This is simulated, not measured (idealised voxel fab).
process module | voxel self aligned contacts
Cross-section cut: width 260 nm, square cells of 5 nm.
Square cells in a grid make up a cross-section in this document, and the grid is given as bands, listed from the top down, each one or more rows of cells. For a band, the entry starts with two heights in nm, that of the top and then that of the bottom, and carries on with the band's materials in order from left to right, each alongside its width in nm; the word "edge to edge" beside a single material means it fills the band edge to edge, and "blank" means empty space. The reference from which all heights are counted is 0, the level beneath which the as-received wafer is entirely one material; the lowest band, having no lower bound, proceeds downward and is written after the example "from 0 down". Graded width ("30..40"): value in top row of band = first number; value in bottom row = second number; row-to-row change constant. When a step is marked "everything unchanged", none of the cells in the cross-section changed during that step. Closed empty spaces (no open way to the top) of 8 cells or more are what "Closed void inventory" lists, each as width x height at distance from the left edge, nm for all three. Whatever follows a step's settings on its line is a remark the simulator itself makes about that step. Each step line may optionally specify "overlay nm", which for a step with a mask gives the rightward distance between the mask's planned place and where it lay, a negative value indicating the leftward direction.
Here's what the planned process steps look like:
- 1: RECEIVE [material Si]
- 2: CONFORMAL_DEP [material SiO2] [thk nm 5]
- 3: DIRECTIONAL_DEP [material polySi] [thk nm 25]
- 4: DIRECTIONAL_DEP [material SiN] [thk nm 20]
- 5: DIRECTIONAL_DEP [material aC] [thk nm 10]
- 6: PATTERN [tone cover] [mask id GATE] [material resist] [width nm 25] [pitch nm 70] [thk nm 25] [overlay nm 0]
- 7: DIRECTIONAL_ETCH [etch materials aC] [depth nm 10]
- 8: STRIP [etch materials resist]
- 9: DIRECTIONAL_ETCH [etch materials SiN] [depth nm 20]
- 10: DIRECTIONAL_ETCH [etch materials polySi] [depth nm 25]
- 11: STRIP [etch materials aC]
- 12: CONFORMAL_DEP [material SiN] [thk nm 10]
- 13: DIRECTIONAL_ETCH [etch materials SiN] [depth nm 10]
- 14: FILL_DEP [material SiO2] [thk nm 15]
- 15: CMP [height nm 55]
- 16: MASKED_ETCH [tone open] [mask id CONTACT] [width nm 55] [etch materials SiO2] [depth nm 55] [overlay nm 0]
- 17: CONFORMAL_DEP [material TiN] [thk nm 5]
- 18: FILL_DEP [material W] [thk nm 5]
- 19: CMP [height nm 55]
- 20: CONFORMAL_DEP [material SiCN] [thk nm 5]
The following pertains to the first of two wafers, which was processed as planned:
Wafer at receipt (post step 1), cross-section:
- from 0 down | Si edge to edge
- Closed void inventory: none
Wafer section view after processing step 2:
- from 5 to 0 | SiO2 edge to edge
- Below a height of 0, the structure has not been altered.
Wafer section view after processing step 3:
- from 30 to 5 | polySi edge to edge
- Below a height of 5, the structure has not been altered.
Wafer section view after processing step 4:
- from 50 to 30 | SiN edge to edge
- Below a height of 30, the structure has not been altered.
Wafer section view after processing step 5:
- from 60 to 50 | aC edge to edge
- Below a height of 50, the structure has not been altered.
Wafer section view after processing step 6:
- from 85 to 60 | blank=80, then resist=25, then blank=45, then resist=25, then blank=85
- Below a height of 60, the structure has not been altered.
Wafer section view after processing step 7:
- from 75 to 60 | blank=80, then resist=25, then blank=45, then resist=25, then blank=85
- from 60 to 50 | blank=80, then aC=25, then blank=45, then aC=25, then blank=85
- Below a height of 50, the structure has not been altered.
Wafer section view after processing step 8:
- from 60 to 50 | blank=80, then aC=25, then blank=45, then aC=25, then blank=85
- Below a height of 50, the structure has not been altered.
Wafer section view after processing step 9:
- from 60 to 50 | blank=80, then aC=25, then blank=45, then aC=25, then blank=85
- from 50 to 30 | blank=80, then SiN=25, then blank=45, then SiN=25, then blank=85
- Below a height of 30, the structure has not been altered.
Wafer section view after processing step 10:
- from 60 to 50 | blank=80, then aC=25, then blank=45, then aC=25, then blank=85
- from 50 to 30 | blank=80, then SiN=25, then blank=45, then SiN=25, then blank=85
- from 30 to 5 | blank=80, then polySi=25, then blank=45, then polySi=25, then blank=85
- Below a height of 5, the structure has not been altered.
Wafer section view after processing step 11:
- from 50 to 30 | blank=80, then SiN=25, then blank=45, then SiN=25, then blank=85
- Below a height of 30, the structure has not been altered.
Wafer section view after processing step 12:
- from 60 to 30 | blank=70, then SiN=45, then blank=25, then SiN=45, then blank=75
- from 30 to 15 | blank=70, then SiN=10, then polySi=25, then SiN=10, then blank=25, then SiN=10, then polySi=25, then SiN=10, then blank=75
- from 15 to 5 | SiN=80, then polySi=25, then SiN=45, then polySi=25, then SiN=85
- Below a height of 5, the structure has not been altered.
Wafer section view after processing step 13:
- from 50 to 30 | blank=70, then SiN=45, then blank=25, then SiN=45, then blank=75
- from 30 to 5 | blank=70, then SiN=10, then polySi=25, then SiN=10, then blank=25, then SiN=10, then polySi=25, then SiN=10, then blank=75
- Below a height of 5, the structure has not been altered.
Wafer section view after processing step 14:
- from 65 to 50 | SiO2 edge to edge
- from 50 to 30 | SiO2=70, then SiN=45, then SiO2=25, then SiN=45, then SiO2=75
- from 30 to 5 | SiO2=70, then SiN=10, then polySi=25, then SiN=10, then SiO2=25, then SiN=10, then polySi=25, then SiN=10, then SiO2=75
- Below a height of 5, the structure has not been altered.
Wafer section view after processing step 15:
- from 55 to 50 | SiO2 edge to edge
- Below a height of 50, the structure has not been altered.
Wafer section view after processing step 16:
- from 55 to 50 | SiO2=100, then blank=55, then SiO2=105
- from 50 to 30 | SiO2=70, then SiN=45, then blank=25, then SiN=45, then SiO2=75
- from 30 to 5 | SiO2=70, then SiN=10, then polySi=25, then SiN=10, then blank=25, then SiN=10, then polySi=25, then SiN=10, then SiO2=75
- from 5 to 0 | SiO2=115, then blank=25, then SiO2=120
- Below a height of 0, the structure has not been altered.
Wafer section view after processing step 17:
- from 60 to 55 | TiN=105, then blank=45, then TiN=110
- from 55 to 50 | SiO2=100, then TiN=20, then blank=15, then TiN=20, then SiO2=105
- from 50 to 30 | SiO2=70, then SiN=45, then TiN=5, then blank=15, then TiN=5, then SiN=45, then SiO2=75
- from 30 to 5 | SiO2=70, then SiN=10, then polySi=25, then SiN=10, then TiN=5, then blank=15, then TiN=5, then SiN=10, then polySi=25, then SiN=10, then SiO2=75
- from 5 to 0 | SiO2=115, then TiN=25, then SiO2=120
- Below a height of 0, the structure has not been altered.
Wafer section view after processing step 18:
- from 65 to 60 | W edge to edge
- from 60 to 55 | TiN=105, then W=45, then TiN=110
- from 55 to 50 | SiO2=100, then TiN=20, then W=15, then TiN=20, then SiO2=105
- from 50 to 30 | SiO2=70, then SiN=45, then TiN=5, then W=15, then TiN=5, then SiN=45, then SiO2=75
- from 30 to 5 | SiO2=70, then SiN=10, then polySi=25, then SiN=10, then TiN=5, then W=15, then TiN=5, then SiN=10, then polySi=25, then SiN=10, then SiO2=75
- Below a height of 5, the structure has not been altered.
Wafer section view after processing step 19:
- from 55 to 50 | SiO2=100, then TiN=20, then W=15, then TiN=20, then SiO2=105
- Below a height of 50, the structure has not been altered.
Wafer section view after processing step 20:
- from 60 to 55 | SiCN edge to edge
- Below a height of 55, the structure has not been altered.
The Second Wafer: Common Origin and Plan, One Mistake in Execution, Identical to the First Through Step 1:
Cross-sectional representation of the second wafer at the time designated in the plan for the completion of step 2:
- from 5 to 0 | polySi edge to edge
- Below a height of 0, the structure has not been altered.
Cross-sectional representation of the second wafer at the time designated in the plan for the completion of step 3:
- from 30 to 0 | polySi edge to edge
- Below a height of 0, the structure has not been altered.
Cross-sectional representation of the second wafer at the time designated in the plan for the completion of step 4:
- from 50 to 30 | SiN edge to edge
- Below a height of 30, the structure has not been altered.
Cross-sectional representation of the second wafer at the time designated in the plan for the completion of step 5:
- from 60 to 50 | aC edge to edge
- Below a height of 50, the structure has not been altered.
Cross-sectional representation of the second wafer at the time designated in the plan for the completion of step 6:
- from 85 to 60 | blank=80, then resist=25, then blank=45, then resist=25, then blank=85
- Below a height of 60, the structure has not been altered.
Cross-sectional representation of the second wafer at the time designated in the plan for the completion of step 7:
- from 75 to 60 | blank=80, then resist=25, then blank=45, then resist=25, then blank=85
- from 60 to 50 | blank=80, then aC=25, then blank=45, then aC=25, then blank=85
- Below a height of 50, the structure has not been altered.
Cross-sectional representation of the second wafer at the time designated in the plan for the completion of step 8:
- from 60 to 50 | blank=80, then aC=25, then blank=45, then aC=25, then blank=85
- Below a height of 50, the structure has not been altered.
Cross-sectional representation of the second wafer at the time designated in the plan for the completion of step 9:
- from 60 to 50 | blank=80, then aC=25, then blank=45, then aC=25, then blank=85
- from 50 to 30 | blank=80, then SiN=25, then blank=45, then SiN=25, then blank=85
- Below a height of 30, the structure has not been altered.
Cross-sectional representation of the second wafer at the time designated in the plan for the completion of step 10:
- from 60 to 50 | blank=80, then aC=25, then blank=45, then aC=25, then blank=85
- from 50 to 30 | blank=80, then SiN=25, then blank=45, then SiN=25, then blank=85
- from 30 to 5 | blank=80, then polySi=25, then blank=45, then polySi=25, then blank=85
- Below a height of 5, the structure has not been altered.
Cross-sectional representation of the second wafer at the time designated in the plan for the completion of step 11:
- from 50 to 30 | blank=80, then SiN=25, then blank=45, then SiN=25, then blank=85
- Below a height of 30, the structure has not been altered.
Cross-sectional representation of the second wafer at the time designated in the plan for the completion of step 12:
- from 60 to 30 | blank=70, then SiN=45, then blank=25, then SiN=45, then blank=75
- from 30 to 15 | blank=70, then SiN=10, then polySi=25, then SiN=10, then blank=25, then SiN=10, then polySi=25, then SiN=10, then blank=75
- from 15 to 5 | SiN=80, then polySi=25, then SiN=45, then polySi=25, then SiN=85
- Below a height of 5, the structure has not been altered.
Cross-sectional representation of the second wafer at the time designated in the plan for the completion of step 13:
- from 50 to 30 | blank=70, then SiN=45, then blank=25, then SiN=45, then blank=75
- from 30 to 5 | blank=70, then SiN=10, then polySi=25, then SiN=10, then blank=25, then SiN=10, then polySi=25, then SiN=10, then blank=75
- Below a height of 5, the structure has not been altered.
Cross-sectional representation of the second wafer at the time designated in the plan for the completion of step 14:
- from 65 to 50 | SiO2 edge to edge
- from 50 to 30 | SiO2=70, then SiN=45, then SiO2=25, then SiN=45, then SiO2=75
- from 30 to 5 | SiO2=70, then SiN=10, then polySi=25, then SiN=10, then SiO2=25, then SiN=10, then polySi=25, then SiN=10, then SiO2=75
- Below a height of 5, the structure has not been altered.
Cross-sectional representation of the second wafer at the time designated in the plan for the completion of step 15:
- from 55 to 50 | SiO2 edge to edge
- Below a height of 50, the structure has not been altered.
Cross-sectional representation of the second wafer at the time designated in the plan for the completion of step 16:
- from 55 to 50 | SiO2=100, then blank=55, then SiO2=105
- from 50 to 30 | SiO2=70, then SiN=45, then blank=25, then SiN=45, then SiO2=75
- from 30 to 5 | SiO2=70, then SiN=10, then polySi=25, then SiN=10, then blank=25, then SiN=10, then polySi=25, then SiN=10, then SiO2=75
- Below a height of 5, the structure has not been altered.
Cross-sectional representation of the second wafer at the time designated in the plan for the completion of step 17:
- from 60 to 55 | TiN=105, then blank=45, then TiN=110
- from 55 to 50 | SiO2=100, then TiN=20, then blank=15, then TiN=20, then SiO2=105
- from 50 to 30 | SiO2=70, then SiN=45, then TiN=5, then blank=15, then TiN=5, then SiN=45, then SiO2=75
- from 30 to 10 | SiO2=70, then SiN=10, then polySi=25, then SiN=10, then TiN=5, then blank=15, then TiN=5, then SiN=10, then polySi=25, then SiN=10, then SiO2=75
- from 10 to 5 | SiO2=70, then SiN=10, then polySi=25, then SiN=10, then TiN=25, then SiN=10, then polySi=25, then SiN=10, then SiO2=75
- Below a height of 5, the structure has not been altered.
Cross-sectional representation of the second wafer at the time designated in the plan for the completion of step 18:
- from 65 to 60 | W edge to edge
- from 60 to 55 | TiN=105, then W=45, then TiN=110
- from 55 to 50 | SiO2=100, then TiN=20, then W=15, then TiN=20, then SiO2=105
- from 50 to 30 | SiO2=70, then SiN=45, then TiN=5, then W=15, then TiN=5, then SiN=45, then SiO2=75
- from 30 to 10 | SiO2=70, then SiN=10, then polySi=25, then SiN=10, then TiN=5, then W=15, then TiN=5, then SiN=10, then polySi=25, then SiN=10, then SiO2=75
- Below a height of 10, the structure has not been altered.
Cross-sectional representation of the second wafer at the time designated in the plan for the completion of step 19:
- from 55 to 50 | SiO2=100, then TiN=20, then W=15, then TiN=20, then SiO2=105
- Below a height of 50, the structure has not been altered.
Cross-sectional representation of the second wafer at the time designated in the plan for the completion of step 20:
- from 60 to 55 | SiCN edge to edge
- Below a height of 55, the structure has not been altered.
In executing the process, a mistake was made relative to the plan: heads up, step 2 didn't go per plan, it actually ran as CONFORMAL_DEP [material polySi] [thk nm 5]
at the end the second wafer has, in cells: SiO2: 47 fewer, TiN: 2 fewer, W: 3 fewer, polySi: 52 more
